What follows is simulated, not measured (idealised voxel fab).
The following process module bears the name voxel air gaps.
The figure presents cross-section cut, which has a width of 270 nm and is divided into square cells with an edge length of 5 nm.
This document writes a cross-section as a grid whose cells are square, and gives it as bands, listed from the top down; one or more rows of cells form a band.
Quick guide to a band line: top height, bottom height (nm) up front; then every material left to right with its width in nm. Only one material and it's marked "edge to edge"? Then it fills the band edge to edge. And "blank" just means empty space.
It should be noted that heights are counted from 0, beneath which the wafer as supplied is of one material throughout, and that the lowest band possesses no lower boundary but continues downward, as written in "0 -> down".
Width "30->40": first value at the band's top row of cells, second value at its bottom row, equal change from row to row.
"nothing changed" -> step changed no cross-section cell.
Basically, "Unvented cavities" tells you about the enclosed voids: empty spaces with no open way to the top, 8 cells or bigger, each written width x height at distance, where distance is from the left edge, all in nm.
The remark found on a step's line after its settings is issued by the simulator itself and pertains to that step.
The optional step-line setting "overlay nm" applies to steps with a mask and quantifies how far to the right of its planned location the mask lay, a negative value indicating leftward placement.

List of planned process steps:
1 RECEIVE: material Si
2 CONFORMAL_DEP: material SiO2, thk nm 15
3 CONFORMAL_DEP: material SiN, thk nm 5
4 DIRECTIONAL_DEP: material lowk, thk nm 30
5 PATTERN: tone open, mask id LINES, material resist, width nm 25, pitch nm 50, thk nm 15, overlay nm 0
6 DIRECTIONAL_ETCH: etch materials lowk, depth nm 30
7 STRIP: etch materials resist
8 CONFORMAL_DEP: material TiN, thk nm 5
9 FILL_DEP: material Cu, thk nm 10
10 CMP: height nm 50
11 EPI: material Ru, thk nm 10
12 SELECTIVE_ETCH: etch materials lowk, depth nm 40
13 CONFORMAL_DEP: material SiCN, thk nm 5

Cross-sectional view of the wafer in its as-received condition, corresponding to the state after step 1:
- 0 -> down = Si edge to edge
- Unvented cavities: none

Cross-section taken at module completion on the first of two wafers; processed per the plan:
- 65 -> 60 = blank=30, then SiCN=205, then blank=35
- 60 -> 50 = blank=30, then SiCN=5, then Ru=45, then SiCN=5, then Ru=45, then SiCN=5, then Ru=45, then SiCN=5, then Ru=45, then SiCN=5, then blank=35
- 50 -> 45 = blank=30, then SiCN=15, then TiN=5, then Cu=15, then TiN=5, then SiCN=25, then TiN=5, then Cu=15, then TiN=5, then SiCN=25, then TiN=5, then Cu=15, then TiN=5, then SiCN=25, then TiN=5, then Cu=15, then TiN=5, then SiCN=15, then blank=35
- 45 -> 25 = blank=40, then SiCN=5, then TiN=5, then Cu=15, then TiN=5, then SiCN=5, then blank=15, then SiCN=5, then TiN=5, then Cu=15, then TiN=5, then SiCN=5, then blank=15, then SiCN=5, then TiN=5, then Cu=15, then TiN=5, then SiCN=5, then blank=15, then SiCN=5, then TiN=5, then Cu=15, then TiN=5, then SiCN=5, then blank=45
- 25 -> 20 = SiCN=45, then TiN=25, then SiCN=25, then TiN=25, then SiCN=25, then TiN=25, then SiCN=25, then TiN=25, then SiCN=50
- 20 -> 15 = SiN edge to edge
- 15 -> 0 = SiO2 edge to edge
- 0 -> down = Si edge to edge
- Unvented cavities: 15 x 20 at 75; 15 x 20 at 125; 15 x 20 at 175

Same start, same plan as the first wafer - but one mistake in the run. Cross-section of the second of the two at the end of the module:
- 65 -> 60 = blank=30, then SiCN=205, then blank=35
- 60 -> 50 = blank=30, then SiCN=5, then Ru=45, then SiCN=5, then Ru=45, then SiCN=5, then Ru=45, then SiCN=5, then Ru=45, then SiCN=5, then blank=35
- 50 -> 25 = blank=30, then SiCN=5, then Ru=10, then TiN=5, then Cu=15, then TiN=5, then Ru=10, then SiCN=5, then Ru=10, then TiN=5, then Cu=15, then TiN=5, then Ru=10, then SiCN=5, then Ru=10, then TiN=5, then Cu=15, then TiN=5, then Ru=10, then SiCN=5, then Ru=10, then TiN=5, then Cu=15, then TiN=5, then Ru=10, then SiCN=5, then blank=35
- 25 -> 20 = SiCN=35, then Ru=10, then TiN=25, then Ru=10, then SiCN=5, then Ru=10, then TiN=25, then Ru=10, then SiCN=5, then Ru=10, then TiN=25, then Ru=10, then SiCN=5, then Ru=10, then TiN=25, then Ru=10, then SiCN=40
- 20 -> 15 = SiN edge to edge
- 15 -> 0 = SiO2 edge to edge
- 0 -> down = Si edge to edge
- Unvented cavities: none
Finding, execution versus plan: step 12 occupied the plan position of step 11, and the converse holds as well
The second wafer ends with more or fewer cells of some materials than the first, per final count: 96 more of Ru, 44 fewer of SiCN
End state: 3 closed voids on the first wafer, 0 on the second.
